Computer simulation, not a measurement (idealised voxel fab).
Name of the process module below: voxel fin reveal
FYI the section here is cut, 180 nm wide, cells are 5 nm squares.
Cross-section layout: square cells on a grid; listed as bands, top to bottom; a band spans one or more cell rows. This entry defines a band. It first specifies the height of the band's top and the height of its bottom in nm, and then specifies the band's materials from left to right, stating each material with its width in nm. The word "throughout" identifies a single material that fills the band from edge to edge, while the word "blank" identifies empty space. Heads up on the height convention: 0 is the point under which the incoming wafer is all one material, and the lowest band has no bottom, it just keeps going down, like "from 0 down". The two numbers in a width such as "30->40" mark its ends across the band: the first belongs to the top row of cells, the second to the bottom row, and from each row to the next the width moves by the same amount. Key: "left unchanged" - step with no changed cell in the cross-section. "Non-vented voids": sealed empty spaces, 8 cells or more, no open way to top, listed width x height at distance, with distance from the left edge and width, height and distance in nm. Note: text after step settings on the step line = simulator remark on that step. overlay nm, on a step with a mask: how far to the right of its planned place the mask lay; to the left if negative.

Set out below are the planned steps of the process
| 1 | RECEIVE: material Si |
| 2 | CONFORMAL_DEP: material SiN, thk nm 10 |
| 3 | DIRECTIONAL_DEP: material aC, thk nm 10 |
| 4 | PATTERN: tone cover, mask id FINS, material resist, width nm 15, pitch nm 35, thk nm 30, overlay nm 0 |
| 5 | DIRECTIONAL_ETCH: etch materials aC, depth nm 10 |
| 6 | STRIP: etch materials resist |
| 7 | DIRECTIONAL_ETCH: etch materials SiN, depth nm 10 |
| 8 | DIRECTIONAL_ETCH: etch materials Si, depth nm 40 |
| 9 | STRIP: etch materials aC |
| 10 | FILL_DEP: material SiO2, thk nm 5 |
| 11 | CMP: height nm 10 |
| 12 | SELECTIVE_ETCH: etch materials SiO2, depth nm 25 |
| 13 | STRIP: etch materials SiN |
| 14 | CONFORMAL_DEP: material SiO2, thk nm 5 |

Account of the first of two wafers, which was processed as intended

Received-state cross-section, reflecting completion of step 1
  from 0 down  Si throughout
  Non-vented voids: none

The wafer, seen in cross-section, after step 2
  from 10 to 0  SiN throughout
  below 0: unchanged

The wafer, seen in cross-section, after step 3
  from 20 to 10  aC throughout
  below 10: unchanged

The wafer, seen in cross-section, after step 4
  from 50 to 20  45 nm blank / 15 nm resist / 20 nm blank / 15 nm resist / 20 nm blank / 15 nm resist / 50 nm blank
  below 20: unchanged

The wafer, seen in cross-section, after step 5
  from 40 to 20  45 nm blank / 15 nm resist / 20 nm blank / 15 nm resist / 20 nm blank / 15 nm resist / 50 nm blank
  from 20 to 10  45 nm blank / 15 nm aC / 20 nm blank / 15 nm aC / 20 nm blank / 15 nm aC / 50 nm blank
  below 10: unchanged

The wafer, seen in cross-section, after step 6
  from 20 to 10  45 nm blank / 15 nm aC / 20 nm blank / 15 nm aC / 20 nm blank / 15 nm aC / 50 nm blank
  below 10: unchanged

The wafer, seen in cross-section, after step 7
  from 20 to 10  45 nm blank / 15 nm aC / 20 nm blank / 15 nm aC / 20 nm blank / 15 nm aC / 50 nm blank
  from 10 to 0  45 nm blank / 15 nm SiN / 20 nm blank / 15 nm SiN / 20 nm blank / 15 nm SiN / 50 nm blank
  below 0: unchanged

The wafer, seen in cross-section, after step 8
  from 20 to 10  45 nm blank / 15 nm aC / 20 nm blank / 15 nm aC / 20 nm blank / 15 nm aC / 50 nm blank
  from 10 to 0  45 nm blank / 15 nm SiN / 20 nm blank / 15 nm SiN / 20 nm blank / 15 nm SiN / 50 nm blank
  from 0 to -40  45 nm blank / 15 nm Si / 20 nm blank / 15 nm Si / 20 nm blank / 15 nm Si / 50 nm blank
  below -40: unchanged

The wafer, seen in cross-section, after step 9
  from 10 to 0  45 nm blank / 15 nm SiN / 20 nm blank / 15 nm SiN / 20 nm blank / 15 nm SiN / 50 nm blank
  below 0: unchanged

The wafer, seen in cross-section, after step 10
  from 15 to 10  SiO2 throughout
  from 10 to 0  45 nm SiO2 / 15 nm SiN / 20 nm SiO2 / 15 nm SiN / 20 nm SiO2 / 15 nm SiN / 50 nm SiO2
  from 0 to -40  45 nm SiO2 / 15 nm Si / 20 nm SiO2 / 15 nm Si / 20 nm SiO2 / 15 nm Si / 50 nm SiO2
  below -40: unchanged

The wafer, seen in cross-section, after step 11
  from 10 to 0  45 nm SiO2 / 15 nm SiN / 20 nm SiO2 / 15 nm SiN / 20 nm SiO2 / 15 nm SiN / 50 nm SiO2
  below 0: unchanged

The wafer, seen in cross-section, after step 12
  from 10 to 0  45 nm blank / 15 nm SiN / 20 nm blank / 15 nm SiN / 20 nm blank / 15 nm SiN / 50 nm blank
  from 0 to -15  45 nm blank / 15 nm Si / 20 nm blank / 15 nm Si / 20 nm blank / 15 nm Si / 50 nm blank
  below -15: unchanged

The wafer, seen in cross-section, after step 13
  from 0 to -15  45 nm blank / 15 nm Si / 20 nm blank / 15 nm Si / 20 nm blank / 15 nm Si / 50 nm blank
  below -15: unchanged

The wafer, seen in cross-section, after step 14
  from 5 to 0  40 nm blank / 25 nm SiO2 / 10 nm blank / 25 nm SiO2 / 10 nm blank / 25 nm SiO2 / 45 nm blank
  from 0 to -10  40 nm blank / 5 nm SiO2 / 15 nm Si / 5 nm SiO2 / 10 nm blank / 5 nm SiO2 / 15 nm Si / 5 nm SiO2 / 10 nm blank / 5 nm SiO2 / 15 nm Si / 5 nm SiO2 / 45 nm blank
  from -10 to -40  45 nm SiO2 / 15 nm Si / 20 nm SiO2 / 15 nm Si / 20 nm SiO2 / 15 nm Si / 50 nm SiO2
  below -40: unchanged

Second wafer, same starting state and plan as the first, one mistake in the run, identical through step 3

Second wafer shown in cross-section at the time step 4 was slated to end
  from 50 to 20  45 nm blank / 20 nm resist / 15 nm blank / 20 nm resist / 15 nm blank / 20 nm resist / 45 nm blank
  below 20: unchanged

Second wafer shown in cross-section at the time step 5 was slated to end
  from 40 to 20  45 nm blank / 20 nm resist / 15 nm blank / 20 nm resist / 15 nm blank / 20 nm resist / 45 nm blank
  from 20 to 10  45 nm blank / 20 nm aC / 15 nm blank / 20 nm aC / 15 nm blank / 20 nm aC / 45 nm blank
  below 10: unchanged

Second wafer shown in cross-section at the time step 6 was slated to end
  from 20 to 10  45 nm blank / 20 nm aC / 15 nm blank / 20 nm aC / 15 nm blank / 20 nm aC / 45 nm blank
  below 10: unchanged

Second wafer shown in cross-section at the time step 7 was slated to end
  from 20 to 10  45 nm blank / 20 nm aC / 15 nm blank / 20 nm aC / 15 nm blank / 20 nm aC / 45 nm blank
  from 10 to 0  45 nm blank / 20 nm SiN / 15 nm blank / 20 nm SiN / 15 nm blank / 20 nm SiN / 45 nm blank
  below 0: unchanged

Second wafer shown in cross-section at the time step 8 was slated to end
  from 20 to 10  45 nm blank / 20 nm aC / 15 nm blank / 20 nm aC / 15 nm blank / 20 nm aC / 45 nm blank
  from 10 to 0  45 nm blank / 20 nm SiN / 15 nm blank / 20 nm SiN / 15 nm blank / 20 nm SiN / 45 nm blank
  from 0 to -40  45 nm blank / 20 nm Si / 15 nm blank / 20 nm Si / 15 nm blank / 20 nm Si / 45 nm blank
  below -40: unchanged

Second wafer shown in cross-section at the time step 9 was slated to end
  from 10 to 0  45 nm blank / 20 nm SiN / 15 nm blank / 20 nm SiN / 15 nm blank / 20 nm SiN / 45 nm blank
  below 0: unchanged

Second wafer shown in cross-section at the time step 10 was slated to end
  from 15 to 10  SiO2 throughout
  from 10 to 0  45 nm SiO2 / 20 nm SiN / 15 nm SiO2 / 20 nm SiN / 15 nm SiO2 / 20 nm SiN / 45 nm SiO2
  from 0 to -40  45 nm SiO2 / 20 nm Si / 15 nm SiO2 / 20 nm Si / 15 nm SiO2 / 20 nm Si / 45 nm SiO2
  below -40: unchanged

Second wafer shown in cross-section at the time step 11 was slated to end
  from 10 to 0  45 nm SiO2 / 20 nm SiN / 15 nm SiO2 / 20 nm SiN / 15 nm SiO2 / 20 nm SiN / 45 nm SiO2
  below 0: unchanged

Second wafer shown in cross-section at the time step 12 was slated to end
  from 10 to 0  45 nm blank / 20 nm SiN / 15 nm blank / 20 nm SiN / 15 nm blank / 20 nm SiN / 45 nm blank
  from 0 to -15  45 nm blank / 20 nm Si / 15 nm blank / 20 nm Si / 15 nm blank / 20 nm Si / 45 nm blank
  below -15: unchanged

Second wafer shown in cross-section at the time step 13 was slated to end
  from 0 to -15  45 nm blank / 20 nm Si / 15 nm blank / 20 nm Si / 15 nm blank / 20 nm Si / 45 nm blank
  below -15: unchanged

Second wafer shown in cross-section at the time step 14 was slated to end
  from 5 to 0  40 nm blank / 30 nm SiO2 / 5 nm blank / 30 nm SiO2 / 5 nm blank / 30 nm SiO2 / 40 nm blank
  from 0 to -10  40 nm blank / 5 nm SiO2 / 20 nm Si / 5 nm SiO2 / 5 nm blank / 5 nm SiO2 / 20 nm Si / 5 nm SiO2 / 5 nm blank / 5 nm SiO2 / 20 nm Si / 5 nm SiO2 / 40 nm blank
  from -10 to -40  45 nm SiO2 / 20 nm Si / 15 nm SiO2 / 20 nm Si / 15 nm SiO2 / 20 nm Si / 45 nm SiO2
  below -40: unchanged
Short version of what went wrong: step 4, actual vs plan mismatch, actual run PATTERN: tone cover, mask id FINS, material resist, width nm 20, pitch nm 35, thk nm 30, overlay nm 0
Wrapping up, a cell-based count of both wafers puts the second over or under the first for these materials: Si: 24 more, SiO2: 15 fewer
